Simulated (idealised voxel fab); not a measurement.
Proc. module: voxel released beams
The width of the displayed cross-section, cut, is 215 nm; its cells are square, with a size of 5 nm.
Square cells in a grid make up a cross-section in this document, and the grid is given as bands, listed from the top down, each one or more rows of cells.
Each band's line starts with the height of the band's top and of its bottom, in nm. Then come its materials from left to right, each with its width in nm. One material with "all across" fills the band from edge to edge. "empty" is empty space.
For the purposes of this specification, 0 denotes the height below which the wafer in its as-received condition is composed wholly of one material, and the lowermost band, lacking a lower limit, extends downward without end, as expressed in "0 down".
A two-number width, for instance "30->40", indicates that the width is equal to the first number in the top row of the band and to the second number in the bottom row, and that it changes by a constant amount per row of cells.
Reading "remains unaltered" for a step: not a cell of the cross-section changed in it.
Enclosed voids (no open way to top), threshold 8 cells or more, entry "Sealed internal cavities", notation width x height at distance, distance from left edge, nm.
What comes after the settings on a step's line is commentary from the simulator itself on that step.
overlay nm: mask right of planned place by this much (step with mask). Neg. = left.

Plan
1,op RECEIVE | material Si
2,op CONFORMAL_DEP | material SiN | thk nm 10
3,op DIRECTIONAL_DEP | material SiO2 | thk nm 10
4,op DIRECTIONAL_DEP | material aC | thk nm 10
5,op PATTERN | tone open | mask id ANCHOR | material resist | width nm 35 | thk nm 25 | overlay nm 0
6,op DIRECTIONAL_ETCH | etch materials aC | depth nm 10
7,op STRIP | etch materials resist
8,op DIRECTIONAL_ETCH | etch materials SiO2 | depth nm 10
9,op STRIP | etch materials aC
10,op CONFORMAL_DEP | material polySi | thk nm 15
11,op DIRECTIONAL_DEP | material aC | thk nm 10
12,op PATTERN | tone cover | mask id BEAM | material resist | width nm 105 | thk nm 30 | overlay nm 0
13,op DIRECTIONAL_ETCH | etch materials aC | depth nm 10
14,op STRIP | etch materials resist
15,op DIRECTIONAL_ETCH | etch materials polySi | depth nm 15
16,op STRIP | etch materials aC
17,op STRIP | etch materials SiO2

As-received state of the wafer in cross-section, equivalent to post-step 1
* 0 down = Si all across
* Sealed internal cavities: none

Cross-sectional result after module completion. Note: starting condition and plan are unchanged from above; one processing mistake was made
* 30 to 20 = 50 of empty; 15 of polySi; 15 of empty; 75 of polySi; 60 of empty
* 20 to 10 = 55 of empty; 35 of polySi; 125 of empty
* 10 to 0 = SiN all across
* 0 down = Si all across
* Sealed internal cavities: none
what went wrong: step 10 was run on a setting that differed from the plan, and what really ran there is op CONFORMAL_DEP | material polySi | thk nm 10
